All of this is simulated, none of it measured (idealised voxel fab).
The process module that follows is named voxel gate over fins.
The width of the displayed cross-section, cut, is 160 nm; its cells are square, with a size of 5 nm.
For the purposes of this document, a cross-section shall be understood as a grid of square cells, specified as bands listed in top-to-bottom order, each band consisting of one or more rows of cells.
Within each band entry, the heights of the top and of the bottom of the band appear first, in that order and in nm; the materials of the band then follow from left to right, each with its corresponding width in nm. The designation "throughout" on a single material indicates that it fills the band from edge to edge; the designation "empty" indicates empty space.
Heights from 0 (as-received wafer is one material below). Bottom band endless downward, as "from 0 down".
The expression "30 to 40" gives the width at the extremes of the band, the first number at its top row of cells and the second at its bottom row, with the width changing by equal amounts from each row to the next in between.
When a step is marked "stayed the same", none of the cells in the cross-section changed during that step.
Listed in "Voids, fully enclosed": every empty space of 8 or more cells without an open way to the top. Form: width x height at distance, the distance being from the left edge, all in nm.
after a step's settings: what the simulator itself notes on the step
overlay nm: right-of-plan distance of the mask on a masked step; negative values mean left-of-plan.

Process steps (planned):
- 1: RECEIVE | material Si
- 2: CONFORMAL_DEP | material SiN | thk nm 5
- 3: MASKED_ETCH | tone cover | mask id FINS | width nm 15 | pitch nm 55 | etch materials SiN | depth nm 5 | overlay nm 0
- 4: MASKED_ETCH | tone cover | mask id FINS | width nm 15 | pitch nm 55 | etch materials Si | depth nm 35 | overlay nm 0
- 5: OXIDIZE | depth nm 5
- 6: FILL_DEP | material SiO2 | thk nm 5
- 7: CMP | height nm 5
- 8: PATTERN | tone open | mask id RAIL | material resist | width nm 15 | thk nm 15 | overlay nm 0
- 9: DIRECTIONAL_ETCH | etch materials SiO2 | depth nm 35
- 10: STRIP | etch materials resist
- 11: CONFORMAL_DEP | material TiN | thk nm 5
- 12: FILL_DEP | material W | thk nm 10
- 13: CMP | height nm 5
- 14: SELECTIVE_ETCH | etch materials W Ru TiN | depth nm 25
- 15: FILL_DEP | material SiO2 | thk nm 5
- 16: CMP | height nm 5
- 17: SELECTIVE_ETCH | etch materials SiO2 | depth nm 20
- 18: STRIP | etch materials SiN
- 19: CONFORMAL_DEP | material HfO2 | thk nm 5
- 20: CONFORMAL_DEP | material TiN | thk nm 5
- 21: CONFORMAL_DEP | material TiAl | thk nm 5
- 22: CONFORMAL_DEP | material TiN | thk nm 5
- 23: FILL_DEP | material W | thk nm 15
- 24: CMP | height nm 30
- 25: CONFORMAL_DEP | material SiN | thk nm 10

So, the first of our two wafers, run just as we planned it:

Incoming wafer, cross-sectional view, post step 1:
  from 0 down = Si throughout
  Voids, fully enclosed: none

Step 2 done - wafer cross-section:
  from 5 to 0 = SiN throughout
  Rest of section, below 0: as before.

Step 3 done - wafer cross-section:
  from 5 to 0 = empty (15), then SiN (15), then empty (40), then SiN (15), then empty (40), then SiN (15), then empty (20)
  Rest of section, below 0: as before.

Step 4 done - wafer cross-section:
  from 5 to 0 = empty (15), then SiN (15), then empty (40), then SiN (15), then empty (40), then SiN (15), then empty (20)
  from 0 to -35 = empty (15), then Si (15), then empty (40), then Si (15), then empty (40), then Si (15), then empty (20)
  Rest of section, below -35: as before.

Step 5 done - wafer cross-section:
  from 5 to 0 = empty (15), then SiN (15), then empty (40), then SiN (15), then empty (40), then SiN (15), then empty (20)
  from 0 to -35 = empty (15), then SiO2 (5), then Si (5), then SiO2 (5), then empty (40), then SiO2 (5), then Si (5), then SiO2 (5), then empty (40), then SiO2 (5), then Si (5), then SiO2 (5), then empty (20)
  from -35 to -40 = SiO2 (20), then Si (5), then SiO2 (50), then Si (5), then SiO2 (50), then Si (5), then SiO2 (25)
  Rest of section, below -40: as before.

Step 6 done - wafer cross-section:
  from 10 to 5 = SiO2 throughout
  from 5 to 0 = SiO2 (15), then SiN (15), then SiO2 (40), then SiN (15), then SiO2 (40), then SiN (15), then SiO2 (20)
  from 0 to -40 = SiO2 (20), then Si (5), then SiO2 (50), then Si (5), then SiO2 (50), then Si (5), then SiO2 (25)
  Rest of section, below -40: as before.

Step 7 done - wafer cross-section:
  from 5 to 0 = SiO2 (15), then SiN (15), then SiO2 (40), then SiN (15), then SiO2 (40), then SiN (15), then SiO2 (20)
  Rest of section, below 0: as before.

Step 8 done - wafer cross-section:
  from 20 to 5 = resist (40), then empty (15), then resist (105)
  Rest of section, below 5: as before.

Step 9 done - wafer cross-section:
  from 20 to 5 = resist (40), then empty (15), then resist (105)
  from 5 to 0 = SiO2 (15), then SiN (15), then SiO2 (10), then empty (15), then SiO2 (15), then SiN (15), then SiO2 (40), then SiN (15), then SiO2 (20)
  from 0 to -30 = SiO2 (20), then Si (5), then SiO2 (15), then empty (15), then SiO2 (20), then Si (5), then SiO2 (50), then Si (5), then SiO2 (25)
  Rest of section, below -30: as before.

Step 10 done - wafer cross-section:
  from 5 to 0 = SiO2 (15), then SiN (15), then SiO2 (10), then empty (15), then SiO2 (15), then SiN (15), then SiO2 (40), then SiN (15), then SiO2 (20)
  Rest of section, below 0: as before.

Step 11 done - wafer cross-section:
  from 10 to 5 = TiN (45), then empty (5), then TiN (110)
  from 5 to 0 = SiO2 (15), then SiN (15), then SiO2 (10), then TiN (5), then empty (5), then TiN (5), then SiO2 (15), then SiN (15), then SiO2 (40), then SiN (15), then SiO2 (20)
  from 0 to -25 = SiO2 (20), then Si (5), then SiO2 (15), then TiN (5), then empty (5), then TiN (5), then SiO2 (20), then Si (5), then SiO2 (50), then Si (5), then SiO2 (25)
  from -25 to -30 = SiO2 (20), then Si (5), then SiO2 (15), then TiN (15), then SiO2 (20), then Si (5), then SiO2 (50), then Si (5), then SiO2 (25)
  Rest of section, below -30: as before.

Step 12 done - wafer cross-section:
  from 20 to 10 = W throughout
  from 10 to 5 = TiN (45), then W (5), then TiN (110)
  from 5 to 0 = SiO2 (15), then SiN (15), then SiO2 (10), then TiN (5), then W (5), then TiN (5), then SiO2 (15), then SiN (15), then SiO2 (40), then SiN (15), then SiO2 (20)
  from 0 to -25 = SiO2 (20), then Si (5), then SiO2 (15), then TiN (5), then W (5), then TiN (5), then SiO2 (20), then Si (5), then SiO2 (50), then Si (5), then SiO2 (25)
  Rest of section, below -25: as before.

Step 13 done - wafer cross-section:
  from 5 to 0 = SiO2 (15), then SiN (15), then SiO2 (10), then TiN (5), then W (5), then TiN (5), then SiO2 (15), then SiN (15), then SiO2 (40), then SiN (15), then SiO2 (20)
  Rest of section, below 0: as before.

Step 14 done - wafer cross-section:
  from 5 to 0 = SiO2 (15), then SiN (15), then SiO2 (10), then empty (15), then SiO2 (15), then SiN (15), then SiO2 (40), then SiN (15), then SiO2 (20)
  from 0 to -20 = SiO2 (20), then Si (5), then SiO2 (15), then empty (15), then SiO2 (20), then Si (5), then SiO2 (50), then Si (5), then SiO2 (25)
  Rest of section, below -20: as before.

Step 15 done - wafer cross-section:
  from 10 to 5 = SiO2 throughout
  from 5 to 0 = SiO2 (15), then SiN (15), then SiO2 (40), then SiN (15), then SiO2 (40), then SiN (15), then SiO2 (20)
  from 0 to -20 = SiO2 (20), then Si (5), then SiO2 (50), then Si (5), then SiO2 (50), then Si (5), then SiO2 (25)
  Rest of section, below -20: as before.

Step 16 done - wafer cross-section:
  from 5 to 0 = SiO2 (15), then SiN (15), then SiO2 (40), then SiN (15), then SiO2 (40), then SiN (15), then SiO2 (20)
  Rest of section, below 0: as before.

Step 17 done - wafer cross-section:
  from 5 to 0 = empty (15), then SiN (15), then empty (40), then SiN (15), then empty (40), then SiN (15), then empty (20)
  from 0 to -15 = empty (20), then Si (5), then empty (50), then Si (5), then empty (50), then Si (5), then empty (25)
  Rest of section, below -15: as before.

Step 18 done - wafer cross-section:
  from 0 to -15 = empty (20), then Si (5), then empty (50), then Si (5), then empty (50), then Si (5), then empty (25)
  Rest of section, below -15: as before.

Step 19 done - wafer cross-section:
  from 5 to 0 = empty (15), then HfO2 (15), then empty (40), then HfO2 (15), then empty (40), then HfO2 (15), then empty (20)
  from 0 to -10 = empty (15), then HfO2 (5), then Si (5), then HfO2 (5), then empty (40), then HfO2 (5), then Si (5), then HfO2 (5), then empty (40), then HfO2 (5), then Si (5), then HfO2 (5), then empty (20)
  from -10 to -15 = HfO2 (20), then Si (5), then HfO2 (50), then Si (5), then HfO2 (50), then Si (5), then HfO2 (25)
  Rest of section, below -15: as before.

Step 20 done - wafer cross-section:
  from 10 to 5 = empty (10), then TiN (25), then empty (30), then TiN (25), then empty (30), then TiN (25), then empty (15)
  from 5 to 0 = empty (10), then TiN (5), then HfO2 (15), then TiN (5), then empty (30), then TiN (5), then HfO2 (15), then TiN (5), then empty (30), then TiN (5), then HfO2 (15), then TiN (5), then empty (15)
  from 0 to -5 = empty (10), then TiN (5), then HfO2 (5), then Si (5), then HfO2 (5), then TiN (5), then empty (30), then TiN (5), then HfO2 (5), then Si (5), then HfO2 (5), then TiN (5), then empty (30), then TiN (5), then HfO2 (5), then Si (5), then HfO2 (5), then TiN (5), then empty (15)
  from -5 to -10 = TiN (15), then HfO2 (5), then Si (5), then HfO2 (5), then TiN (40), then HfO2 (5), then Si (5), then HfO2 (5), then TiN (40), then HfO2 (5), then Si (5), then HfO2 (5), then TiN (20)
  Rest of section, below -10: as before.

Step 21 done - wafer cross-section:
  from 15 to 10 = empty (5), then TiAl (35), then empty (20), then TiAl (35), then empty (20), then TiAl (35), then empty (10)
  from 10 to 5 = empty (5), then TiAl (5), then TiN (25), then TiAl (5), then empty (20), then TiAl (5), then TiN (25), then TiAl (5), then empty (20), then TiAl (5), then TiN (25), then TiAl (5), then empty (10)
  from 5 to 0 = empty (5), then TiAl (5), then TiN (5), then HfO2 (15), then TiN (5), then TiAl (5), then empty (20), then TiAl (5), then TiN (5), then HfO2 (15), then TiN (5), then TiAl (5), then empty (20), then TiAl (5), then TiN (5), then HfO2 (15), then TiN (5), then TiAl (5), then empty (10)
  from 0 to -5 = TiAl (10), then TiN (5), then HfO2 (5), then Si (5), then HfO2 (5), then TiN (5), then TiAl (30), then TiN (5), then HfO2 (5), then Si (5), then HfO2 (5), then TiN (5), then TiAl (30), then TiN (5), then HfO2 (5), then Si (5), then HfO2 (5), then TiN (5), then TiAl (15)
  Rest of section, below -5: as before.

Step 22 done - wafer cross-section:
  from 20 to 15 = TiN (45), then empty (10), then TiN (45), then empty (10), then TiN (45), then empty (5)
  from 15 to 10 = TiN (5), then TiAl (35), then TiN (5), then empty (10), then TiN (5), then TiAl (35), then TiN (5), then empty (10), then TiN (5), then TiAl (35), then TiN (5), then empty (5)
  from 10 to 5 = TiN (5), then TiAl (5), then TiN (25), then TiAl (5), then TiN (5), then empty (10), then TiN (5), then TiAl (5), then TiN (25), then TiAl (5), then TiN (5), then empty (10), then TiN (5), then TiAl (5), then TiN (25), then TiAl (5), then TiN (5), then empty (5)
  from 5 to 0 = TiN (5), then TiAl (5), then TiN (5), then HfO2 (15), then TiN (5), then TiAl (5), then TiN (20), then TiAl (5), then TiN (5), then HfO2 (15), then TiN (5), then TiAl (5), then TiN (20), then TiAl (5), then TiN (5), then HfO2 (15), then TiN (5), then TiAl (5), then TiN (10)
  Rest of section, below 0: as before.

Step 23 done - wafer cross-section:
  from 35 to 20 = W throughout
  from 20 to 15 = TiN (45), then W (10), then TiN (45), then W (10), then TiN (45), then W (5)
  from 15 to 10 = TiN (5), then TiAl (35), then TiN (5), then W (10), then TiN (5), then TiAl (35), then TiN (5), then W (10), then TiN (5), then TiAl (35), then TiN (5), then W (5)
  from 10 to 5 = TiN (5), then TiAl (5), then TiN (25), then TiAl (5), then TiN (5), then W (10), then TiN (5), then TiAl (5), then TiN (25), then TiAl (5), then TiN (5), then W (10), then TiN (5), then TiAl (5), then TiN (25), then TiAl (5), then TiN (5), then W (5)
  Rest of section, below 5: as before.

Step 24 done - wafer cross-section:
  from 30 to 20 = W throughout
  Rest of section, below 20: as before.

Step 25 done - wafer cross-section:
  from 40 to 30 = SiN throughout
  Rest of section, below 30: as before.

What follows concerns the second wafer, which started out like the first and was meant to follow the very same plan; one mistake crept in when it was run, but everything up to and including step 19 is the same as for the first wafer:

Second wafer, section view, time point: scheduled end of step 20: stayed the same

Second wafer, section view, time point: scheduled end of step 21:
  from 10 to 5 = empty (10), then TiAl (25), then empty (30), then TiAl (25), then empty (30), then TiAl (25), then empty (15)
  from 5 to 0 = empty (10), then TiAl (5), then HfO2 (15), then TiAl (5), then empty (30), then TiAl (5), then HfO2 (15), then TiAl (5), then empty (30), then TiAl (5), then HfO2 (15), then TiAl (5), then empty (15)
  from 0 to -5 = empty (10), then TiAl (5), then HfO2 (5), then Si (5), then HfO2 (5), then TiAl (5), then empty (30), then TiAl (5), then HfO2 (5), then Si (5), then HfO2 (5), then TiAl (5), then empty (30), then TiAl (5), then HfO2 (5), then Si (5), then HfO2 (5), then TiAl (5), then empty (15)
  from -5 to -10 = TiAl (15), then HfO2 (5), then Si (5), then HfO2 (5), then TiAl (40), then HfO2 (5), then Si (5), then HfO2 (5), then TiAl (40), then HfO2 (5), then Si (5), then HfO2 (5), then TiAl (20)
  Rest of section, below -10: as before.

Second wafer, section view, time point: scheduled end of step 22:
  from 15 to 10 = empty (5), then TiN (35), then empty (20), then TiN (35), then empty (20), then TiN (35), then empty (10)
  from 10 to 5 = empty (5), then TiN (5), then TiAl (25), then TiN (5), then empty (20), then TiN (5), then TiAl (25), then TiN (5), then empty (20), then TiN (5), then TiAl (25), then TiN (5), then empty (10)
  from 5 to 0 = empty (5), then TiN (5), then TiAl (5), then HfO2 (15), then TiAl (5), then TiN (5), then empty (20), then TiN (5), then TiAl (5), then HfO2 (15), then TiAl (5), then TiN (5), then empty (20), then TiN (5), then TiAl (5), then HfO2 (15), then TiAl (5), then TiN (5), then empty (10)
  from 0 to -5 = TiN (10), then TiAl (5), then HfO2 (5), then Si (5), then HfO2 (5), then TiAl (5), then TiN (30), then TiAl (5), then HfO2 (5), then Si (5), then HfO2 (5), then TiAl (5), then TiN (30), then TiAl (5), then HfO2 (5), then Si (5), then HfO2 (5), then TiAl (5), then TiN (15)
  Rest of section, below -5: as before.

Second wafer, section view, time point: scheduled end of step 23:
  from 30 to 15 = W throughout
  from 15 to 10 = W (5), then TiN (35), then W (20), then TiN (35), then W (20), then TiN (35), then W (10)
  from 10 to 5 = W (5), then TiN (5), then TiAl (25), then TiN (5), then W (20), then TiN (5), then TiAl (25), then TiN (5), then W (20), then TiN (5), then TiAl (25), then TiN (5), then W (10)
  from 5 to 0 = W (5), then TiN (5), then TiAl (5), then HfO2 (15), then TiAl (5), then TiN (5), then W (20), then TiN (5), then TiAl (5), then HfO2 (15), then TiAl (5), then TiN (5), then W (20), then TiN (5), then TiAl (5), then HfO2 (15), then TiAl (5), then TiN (5), then W (10)
  Rest of section, below 0: as before.

Second wafer, section view, time point: scheduled end of step 24: stayed the same

Second wafer, section view, time point: scheduled end of step 25:
  from 40 to 30 = SiN throughout
  Rest of section, below 30: as before.
Against the plan, the run slipped here: step 20 was left out
The second wafer ends with more or fewer cells of some materials than the first, per final count: -50 TiN | +50 W
